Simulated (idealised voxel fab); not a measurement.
voxel plated lines: a process module
We display cut, a cross-section 270 nm in width whose square cells are each 5 nm.
Bands, listed from the top down, are how a cross-section gets written in this document; the cross-section itself is a grid of square cells, and a band is one or more rows of them. Within each band entry, the heights of the top and of the bottom of the band appear first, in that order and in nm; the materials of the band then follow from left to right, each with its corresponding width in nm. The designation "all across" on a single material indicates that it fills the band from edge to edge; the designation "air" indicates empty space. Convention: height 0 is the level below which the wafer, as received, is all one material. The lowest band does not terminate at the bottom but continues downward, represented as "from 0 down". With a width like "30..40", each row of cells in the band differs from the next by the same amount, the top row carrying the first number and the bottom row the second. No cell of the cross-section changed in a step that is given as "left unchanged". Entry "Trapped voids" = empty spaces >= 8 cells with no open way to the top; each as width x height at distance, distance from left edge, all nm. Text after the settings on a step's line: the simulator's own remark on that step. "overlay nm" denotes, for a step that has a mask, the displacement of the mask to the right of its planned place, with negative values corresponding to the left.
### So here's the lineup of process steps we planned
1 RECEIVE: material Si
2 CONFORMAL_DEP: material SiN, thk nm 5
3 DIRECTIONAL_DEP: material TiN, thk nm 5
4 PATTERN: tone open, mask id LINES, material resist, width nm 20, pitch nm 40, thk nm 20, overlay nm 0
5 EPI: material Ru, thk nm 5
6 STRIP: etch materials resist
7 DIRECTIONAL_ETCH: etch materials TiN, depth nm 5
8 CONFORMAL_DEP: material SiCN, thk nm 5
### Wafer cross-section on receipt, i.e. after step 1
  from 0 down  Si all across
  Trapped voids: none
### Final cross-section, module run with one mistake (start and plan as above)
  from 20 to 15  100 nm air  35 nm SiCN  5 nm air  35 nm SiCN  95 nm air
  from 15 to 10  100 nm air  5 nm SiCN  25 nm Ru  5 nm SiCN  5 nm air  5 nm SiCN  25 nm Ru  5 nm SiCN  95 nm air
  from 10 to 5  105 nm SiCN  25 nm TiN  15 nm SiCN  25 nm TiN  100 nm SiCN
  from 5 to 0  SiN all across
  from 0 down  Si all across
  Trapped voids: none
Which mistake was made when the wafer was run? step 4 changed vs plan, executed as PATTERN: tone open, mask id LINES, material resist, width nm 25, pitch nm 40, thk nm 20, overlay nm 0
